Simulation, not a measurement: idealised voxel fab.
voxel ribs on slabs: a process module
Cross-section cut spans 195 nm and uses square cells 5 nm in size.
This document writes a cross-section as a grid whose cells are square, and gives it as bands, listed from the top down; one or more rows of cells form a band.
The entry gives the band's vertical extent as a top height and a bottom height in nm, then its horizontal make-up as materials from left to right, each with a width in nm. "blank" stands for empty space; a single material marked "edge to edge" fills the band edge to edge.
Basically, 0 is our baseline, since under it the wafer straight out of the box is all one material. The bottom band has no lower end and keeps on going down, so it looks like "0 -> down".
You'd read "30->40" like this: the band's top row of cells is as wide as the first number, its bottom row is as wide as the second, and going down, every row changes width by the same amount as the row before did.
When a step is marked "no alteration", none of the cells in the cross-section changed during that step.
Empty spaces counting at least 8 cells and having no open way to the top are listed in "Internal closed voids". The notation width x height at distance is used for each, the distance being from the left edge and all three values in nm.
Past the settings on a step's line: simulator remark, on that step.
A step line may carry the setting "overlay nm", which, for steps involving a mask, states the distance by which the mask lay to the right of its intended position; negative values denote displacement to the left.
-- Steps planned for the process
step 1: RECEIVE, material Si
step 2: DIRECTIONAL_DEP, material SiO2, thk nm 30
step 3: DIRECTIONAL_DEP, material SiN, thk nm 25
step 4: PATTERN, tone cover, mask id RIB, material resist, width nm 30, thk nm 15, overlay nm 0
step 5: DIRECTIONAL_ETCH, etch materials SiN, depth nm 15
step 6: STRIP, etch materials resist
step 7: DIRECTIONAL_DEP, material aC, thk nm 10
step 8: PATTERN, tone cover, mask id SLAB, material resist, width nm 70, thk nm 25, overlay nm 0
step 9: DIRECTIONAL_ETCH, etch materials aC, depth nm 10
step 10: STRIP, etch materials resist
step 11: DIRECTIONAL_ETCH, etch materials SiN, depth nm 5
step 12: STRIP, etch materials aC
step 13: FILL_DEP, material SiO2, thk nm 25
step 14: CMP, height nm 70
step 15: DIRECTIONAL_DEP, material W, thk nm 10
step 16: DIRECTIONAL_DEP, material aC, thk nm 15
step 17: PATTERN, tone cover, mask id HEATER, material resist, width nm 40, thk nm 35, overlay nm 0
step 18: DIRECTIONAL_ETCH, etch materials aC, depth nm 15
step 19: STRIP, etch materials resist
step 20: DIRECTIONAL_ETCH, etch materials W, depth nm 10
step 21: STRIP, etch materials aC
step 22: CONFORMAL_DEP, material SiO2, thk nm 10
Variable across wafers: step 11 depth nm (plan value is that of the first wafer; starting state common to all).
-- Step 1 complete: as-received cross-section of the first of several wafers
> 0 -> down | Si edge to edge
> Internal closed voids: none
-- Take any row and you have a wafer at the end of the module: how many cells of each material it has gained (+) or lost (-) since it was received, and then its closed voids
depth nm 5 | +71 SiN | +561 SiO2 | +16 W | Internal closed voids: none
depth nm 10 | +46 SiN | +586 SiO2 | +16 W | Internal closed voids: none
depth nm 15 | +46 SiN | +586 SiO2 | +16 W | Internal closed voids: none
depth nm 20 | +46 SiN | +586 SiO2 | +16 W | Internal closed voids: none
depth nm 25 | +46 SiN | +586 SiO2 | +16 W | Internal closed voids: none
